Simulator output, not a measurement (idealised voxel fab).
This is a process module. Its name is voxel gate over fins.
Square cells of 5 nm make up the cross-section cut, whose width is 205 nm.
Each cross-section below is a grid of square cells, stated as bands in top-down order, with one or more rows of cells making up each band.
Basically the band line says how high the top is and how high the bottom is, in nm, and then what's in it from left to right, every material with its width in nm. Empty space shows up as "blank", and if a single material carries "everywhere" it runs the full band edge to edge.
We count height from 0. Below that, the starting wafer is all one material. The lowest band never ends at the bottom but goes on down; see "0..down" for how that is written.
Read "30 to 40" as a graded width: first number on top, second number at the bottom, same change between each pair of neighbouring rows.
"same as before" for a step: no cell of the cross-section changed in that step.
Enclosed voids (no open way to top), threshold 8 cells or more, entry "Closed cavity list", notation width x height at distance, distance from left edge, nm.
If you see something after the settings on a step's line, that's the simulator's own remark about that step.
When a step includes a mask, the "overlay nm" setting on its line states how far to the right of its planned place that mask lay, and negative values state how far to the left.
-- Process steps foreseen in the plan
step 1: RECEIVE [material Si]
step 2: CONFORMAL_DEP [material SiN] [thk nm 5]
step 3: DIRECTIONAL_DEP [material aC] [thk nm 15]
step 4: PATTERN [tone cover] [mask id FINS] [material resist] [width nm 15] [pitch nm 40] [thk nm 30] [overlay nm 0]
step 5: DIRECTIONAL_ETCH [etch materials aC] [depth nm 15]
step 6: STRIP [etch materials resist]
step 7: DIRECTIONAL_ETCH [etch materials SiN] [depth nm 5]
step 8: DIRECTIONAL_ETCH [etch materials Si] [depth nm 30]
step 9: STRIP [etch materials aC]
step 10: FILL_DEP [material SiO2] [thk nm 10]
step 11: CMP [height nm 5]
step 12: SELECTIVE_ETCH [etch materials SiO2] [depth nm 20]
step 13: STRIP [etch materials SiN]
step 14: CONFORMAL_DEP [material HfO2] [thk nm 5]
step 15: CONFORMAL_DEP [material TiN] [thk nm 5]
step 16: CONFORMAL_DEP [material TiAl] [thk nm 5]
step 17: CONFORMAL_DEP [material TiN] [thk nm 5]
step 18: FILL_DEP [material W] [thk nm 10]
step 19: CMP [height nm 25]
step 20: CONFORMAL_DEP [material SiCN] [thk nm 5]
-- Delivered wafer in cross-section: state after step 1
	0..down: Si everywhere
	Closed cavity list: none
-- Final cross-section, module run with one mistake (start and plan as above)
	30..25: SiCN everywhere
	25..20: W everywhere
	20..15: W (10), TiN (175), W (20)
	15..10: W (10), TiN (5), TiAl (165), TiN (5), W (20)
	10..5: W (10), TiN (5), TiAl (5), TiN (35), TiAl (5), TiN (35), TiAl (5), TiN (35), TiAl (5), TiN (35), TiAl (5), TiN (5), W (20)
	5..0: TiN (15), TiAl (5), TiN (5), HfO2 (25), TiN (5), TiAl (5), TiN (5), HfO2 (25), TiN (5), TiAl (5), TiN (5), HfO2 (25), TiN (5), TiAl (5), TiN (5), HfO2 (25), TiN (5), TiAl (5), TiN (25)
	0..-5: TiAl (20), TiN (5), HfO2 (5), Si (15), HfO2 (5), TiN (5), TiAl (5), TiN (5), HfO2 (5), Si (15), HfO2 (5), TiN (5), TiAl (5), TiN (5), HfO2 (5), Si (15), HfO2 (5), TiN (5), TiAl (5), TiN (5), HfO2 (5), Si (15), HfO2 (5), TiN (5), TiAl (30)
	-5..-10: TiN (25), HfO2 (5), Si (15), HfO2 (5), TiN (15), HfO2 (5), Si (15), HfO2 (5), TiN (15), HfO2 (5), Si (15), HfO2 (5), TiN (15), HfO2 (5), Si (15), HfO2 (5), TiN (35)
	-10..-15: HfO2 (30), Si (15), HfO2 (25), Si (15), HfO2 (25), Si (15), HfO2 (25), Si (15), HfO2 (40)
	-15..-30: SiO2 (30), Si (15), SiO2 (25), Si (15), SiO2 (25), Si (15), SiO2 (25), Si (15), SiO2 (40)
	-30..down: Si everywhere
	Closed cavity list: none
What went wrong in running the wafer? step 4 changed vs plan, executed as PATTERN [tone cover] [mask id FINS] [material resist] [width nm 15] [pitch nm 40] [thk nm 30] [overlay nm -5]
